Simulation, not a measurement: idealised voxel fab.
This is a process module. Its name is voxel lift off.
The width of the displayed cross-section, cut, is 160 nm; its cells are square, with a size of 5 nm.
Reading order for cross-sections: top band down to bottom band. Underlying form: a grid of square cells. Band size: one or more rows of cells.
Each band's line starts with the height of the band's top and of its bottom, in nm. Then come its materials from left to right, each with its width in nm. One material with "all across" fills the band from edge to edge. "empty" is empty space.
Where do heights start? At 0: under that level the wafer as delivered is made of one material only. And the lowest band has no floor; it just carries on downward, as in "0..down".
A two-number width, for instance "30 to 40", indicates that the width is equal to the first number in the top row of the band and to the second number in the bottom row, and that it changes by a constant amount per row of cells.
When a step is marked "no modification", none of the cells in the cross-section changed during that step.
Empty spaces without an open route to the top, at least 8 cells in extent, make up the entry "Closed void catalog"; each is given as width x height at distance, where the distance is measured from the left edge, and all are in nm.
What comes after the settings on a step's line is commentary from the simulator itself on that step.
When a step includes a mask, the "overlay nm" setting on its line states how far to the right of its planned place that mask lay, and negative values state how far to the left.

**This section lists the process steps that were planned**
1 RECEIVE: material Si
2 CONFORMAL_DEP: material SiO2, thk nm 5
3 PATTERN: tone open, mask id LINES, material resist, width nm 15, pitch nm 30, thk nm 20, overlay nm 0
4 DIRECTIONAL_DEP: material Ru, thk nm 10
5 STRIP: etch materials resist
6 CONFORMAL_DEP: material SiO2, thk nm 10

**first wafer, as planned**

**Step 1 complete: cross-section of the wafer as received**
0..down  Si all across
Closed void catalog: none

**The wafer in cross-section once step 2 is complete**
5..0  SiO2 all across
Whatever lies below 0 is exactly as it was before.

**The wafer in cross-section once step 3 is complete**
25..5  resist=55  empty=15  resist=15  empty=15  resist=60
Whatever lies below 5 is exactly as it was before.

**The wafer in cross-section once step 4 is complete**
35..25  Ru=55  empty=15  Ru=15  empty=15  Ru=60
25..15  resist=55  empty=15  resist=15  empty=15  resist=60
15..5  resist=55  Ru=15  resist=15  Ru=15  resist=60
Whatever lies below 5 is exactly as it was before.

**The wafer in cross-section once step 5 is complete**
15..5  empty=55  Ru=15  empty=15  Ru=15  empty=60
Whatever lies below 5 is exactly as it was before.

**The wafer in cross-section once step 6 is complete**
25..15  empty=45  SiO2=65  empty=50
15..5  SiO2=55  Ru=15  SiO2=15  Ru=15  SiO2=60
Whatever lies below 5 is exactly as it was before.

**Second wafer. Start and plan as for the first. One mistake made in running. Agrees with the first up to and including step 2**

**Second wafer: cross-section at the scheduled end of step 3**
25..5  empty=55  resist=15  empty=15  resist=15  empty=60
Whatever lies below 5 is exactly as it was before.

**Second wafer: cross-section at the scheduled end of step 4**
35..25  empty=55  Ru=15  empty=15  Ru=15  empty=60
25..15  empty=55  resist=15  empty=15  resist=15  empty=60
15..5  Ru=55  resist=15  Ru=15  resist=15  Ru=60
Whatever lies below 5 is exactly as it was before.

**Second wafer: cross-section at the scheduled end of step 5**
15..5  Ru=55  empty=15  Ru=15  empty=15  Ru=60
Whatever lies below 5 is exactly as it was before.

**Second wafer: cross-section at the scheduled end of step 6**
25..15  SiO2 all across
15..5  Ru=55  SiO2=15  Ru=15  SiO2=15  Ru=60
Whatever lies below 5 is exactly as it was before.
Deviation from plan: contrary to plan, step 3 was performed as PATTERN: tone cover, mask id LINES, material resist, width nm 15, pitch nm 30, thk nm 20, overlay nm 0
Wrapping up, a cell-based count of both wafers puts the second over or under the first for these materials: +40 Ru, -2 SiO2
